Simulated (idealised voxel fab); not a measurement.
Herein follows the process module entitled voxel air gaps.
The width of the displayed cross-section, cut, is 165 nm; its cells are square, with a size of 5 nm.
Format of a cross-section: grid, square cells. Given as bands. Order: top down. Band: one or more rows of cells.
Quick guide to a band line: top height, bottom height (nm) up front; then every material left to right with its width in nm. Only one material and it's marked "everywhere"? Then it fills the band edge to edge. And "air" just means empty space.
Heights are expressed relative to 0, this being the level below which the as-received wafer comprises one material exclusively. The lowest band is unbounded in the downward direction and is denoted as in "from 0 down".
The expression "30..40" gives the width at the extremes of the band, the first number at its top row of cells and the second at its bottom row, with the width changing by equal amounts from each row to the next in between.
"nothing changed" for a step: no cell of the cross-section changed in that step.
The entry "Catalogued sealed voids" lists the empty spaces that cover at least 8 cells and have no open path to the top. Each is written as width x height at distance, where the distance is measured from the left edge and all three values are in nm.
What comes after the settings on a step's line is commentary from the simulator itself on that step.
"overlay nm" on a masked step: distance the mask lay right of its planned place, negative for left.

Planned step list for the process:
step 1: RECEIVE,material Si
step 2: CONFORMAL_DEP,material SiO2,thk nm 10
step 3: CONFORMAL_DEP,material SiN,thk nm 5
step 4: DIRECTIONAL_DEP,material lowk,thk nm 35
step 5: PATTERN,tone open,mask id LINES,material resist,width nm 15,pitch nm 40,thk nm 15,overlay nm 0
step 6: DIRECTIONAL_ETCH,etch materials lowk,depth nm 35
step 7: STRIP,etch materials resist
step 8: CONFORMAL_DEP,material TiN,thk nm 5
step 9: FILL_DEP,material W,thk nm 5
step 10: CMP,height nm 50
step 11: EPI,material Ru,thk nm 10
step 12: SELECTIVE_ETCH,etch materials lowk,depth nm 45
step 13: CONFORMAL_DEP,material SiCN,thk nm 5

The cross-section here shows the wafer as received, i.e. in its state after step 1:
> from 0 down = Si everywhere
> Catalogued sealed voids: none

Cross-section taken at module completion on the first of two wafers; processed per the plan:
> from 65 to 60 = air 20 nm, then SiCN 125 nm, then air 20 nm
> from 60 to 50 = air 20 nm, then SiCN 5 nm, then Ru 35 nm, then SiCN 5 nm, then Ru 35 nm, then SiCN 5 nm, then Ru 35 nm, then SiCN 5 nm, then air 20 nm
> from 50 to 45 = air 20 nm, then SiCN 15 nm, then TiN 5 nm, then W 5 nm, then TiN 5 nm, then SiCN 25 nm, then TiN 5 nm, then W 5 nm, then TiN 5 nm, then SiCN 25 nm, then TiN 5 nm, then W 5 nm, then TiN 5 nm, then SiCN 15 nm, then air 20 nm
> from 45 to 20 = air 30 nm, then SiCN 5 nm, then TiN 5 nm, then W 5 nm, then TiN 5 nm, then SiCN 5 nm, then air 15 nm, then SiCN 5 nm, then TiN 5 nm, then W 5 nm, then TiN 5 nm, then SiCN 5 nm, then air 15 nm, then SiCN 5 nm, then TiN 5 nm, then W 5 nm, then TiN 5 nm, then SiCN 5 nm, then air 30 nm
> from 20 to 15 = SiCN 35 nm, then TiN 15 nm, then SiCN 25 nm, then TiN 15 nm, then SiCN 25 nm, then TiN 15 nm, then SiCN 35 nm
> from 15 to 10 = SiN everywhere
> from 10 to 0 = SiO2 everywhere
> from 0 down = Si everywhere
> Catalogued sealed voids: 15 x 25 at 55; 15 x 25 at 95

Presented here is a cross-section of the second of the two wafers as it stood at the end of the module. It was started in the same manner and assigned the same plan as the first wafer; however, one mistake was made in its execution:
> from 75 to 70 = air 10 nm, then SiCN 145 nm, then air 10 nm
> from 70 to 50 = air 10 nm, then SiCN 5 nm, then Ru 135 nm, then SiCN 5 nm, then air 10 nm
> from 50 to 45 = air 10 nm, then SiCN 25 nm, then TiN 5 nm, then W 5 nm, then TiN 5 nm, then lowk 25 nm, then TiN 5 nm, then W 5 nm, then TiN 5 nm, then lowk 25 nm, then TiN 5 nm, then W 5 nm, then TiN 5 nm, then SiCN 25 nm, then air 10 nm
> from 45 to 20 = air 30 nm, then SiCN 5 nm, then TiN 5 nm, then W 5 nm, then TiN 5 nm, then lowk 25 nm, then TiN 5 nm, then W 5 nm, then TiN 5 nm, then lowk 25 nm, then TiN 5 nm, then W 5 nm, then TiN 5 nm, then SiCN 5 nm, then air 30 nm
> from 20 to 15 = SiCN 35 nm, then TiN 15 nm, then lowk 25 nm, then TiN 15 nm, then lowk 25 nm, then TiN 15 nm, then SiCN 35 nm
> from 15 to 10 = SiN everywhere
> from 10 to 0 = SiO2 everywhere
> from 0 down = Si everywhere
> Catalogued sealed voids: none
Misprocessing identified: step 11, plan: ran twice
Heads up, by the end the second wafer has more or fewer cells of some materials compared to the first: Ru +66, SiCN -32, lowk +70
Heads up: the first wafer ends with 2 closed voids, the second with 0.
